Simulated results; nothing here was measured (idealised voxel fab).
Process module, titled voxel spacer lines
For reference, the cross-section in this document is cut, with width 275 nm and square cells of 5 nm.
In this document a cross-section is written as a grid of square cells. It is given as a series of bands, listed from the top down, and a band is one or more rows of cells. Look at the band entry: it leads with the top's height and the bottom's height in nm. Then it lists the materials left to right, with a width in nm for each. The word "edge to edge" on a single material says that material fills the band edge to edge. The word "empty" is empty space. Where do heights start? At 0: under that level the wafer as delivered is made of one material only. And the lowest band has no floor; it just carries on downward, as in "z 0 and below". Width spec "30..40" -> top row of cells at first value, bottom row at second value, equal per-row change in between. The cross-section has no changed cell in any step marked "no alteration". Basically, "Sealed internal voids" tells you about the enclosed voids: empty spaces with no open way to the top, 8 cells or bigger, each written width x height at distance, where distance is from the left edge, all in nm. Formally, on a step line, whatever follows the settings is a remark that the simulator itself makes on the step. If you see "overlay nm" on a step's line and that step has a mask, it's telling you how far right of where it was planned the mask ended up; a negative number means it went left instead.

### List of planned process steps
- 1: RECEIVE [material Si]
- 2: CONFORMAL_DEP [material Al2O3] [thk nm 5]
- 3: DIRECTIONAL_DEP [material W] [thk nm 20]
- 4: DIRECTIONAL_DEP [material polySi] [thk nm 20]
- 5: PATTERN [tone cover] [mask id MANDREL] [material resist] [width nm 20] [pitch nm 60] [thk nm 25] [overlay nm -15]
- 6: DIRECTIONAL_ETCH [etch materials polySi] [depth nm 20]
- 7: STRIP [etch materials resist]
- 8: CONFORMAL_DEP [material SiO2] [thk nm 10]
- 9: DIRECTIONAL_ETCH [etch materials SiO2] [depth nm 10]
- 10: STRIP [etch materials polySi]
- 11: DIRECTIONAL_ETCH [etch materials W] [depth nm 20]
- 12: STRIP [etch materials SiO2]
- 13: FILL_DEP [material SiO2] [thk nm 5]
- 14: CMP [height nm 25]
The plan shows the overlay nm of step 5 as the first wafer had it; this setting differs between the wafers, which start out alike.

### Cross-section of the first of several wafers on receipt, reflecting completion of step 1
> z 0 and below: Si edge to edge
> Sealed internal voids: none

### Quick key for the table: a row per wafer, taken at the end of the module. For each material it tells you how many cells the wafer gained (+) or lost (-) since it came in, and the closed voids come after
overlay nm -15, +55 Al2O3, +188 SiO2, +32 W, Sealed internal voids: none
overlay nm -10, +55 Al2O3, +188 SiO2, +32 W, Sealed internal voids: none
overlay nm -5, +55 Al2O3, +188 SiO2, +32 W, Sealed internal voids: none
overlay nm 0, +55 Al2O3, +188 SiO2, +32 W, Sealed internal voids: none
overlay nm 5, +55 Al2O3, +188 SiO2, +32 W, Sealed internal voids: none
overlay nm 10, +55 Al2O3, +188 SiO2, +32 W, Sealed internal voids: none
overlay nm 15, +55 Al2O3, +188 SiO2, +32 W, Sealed internal voids: none
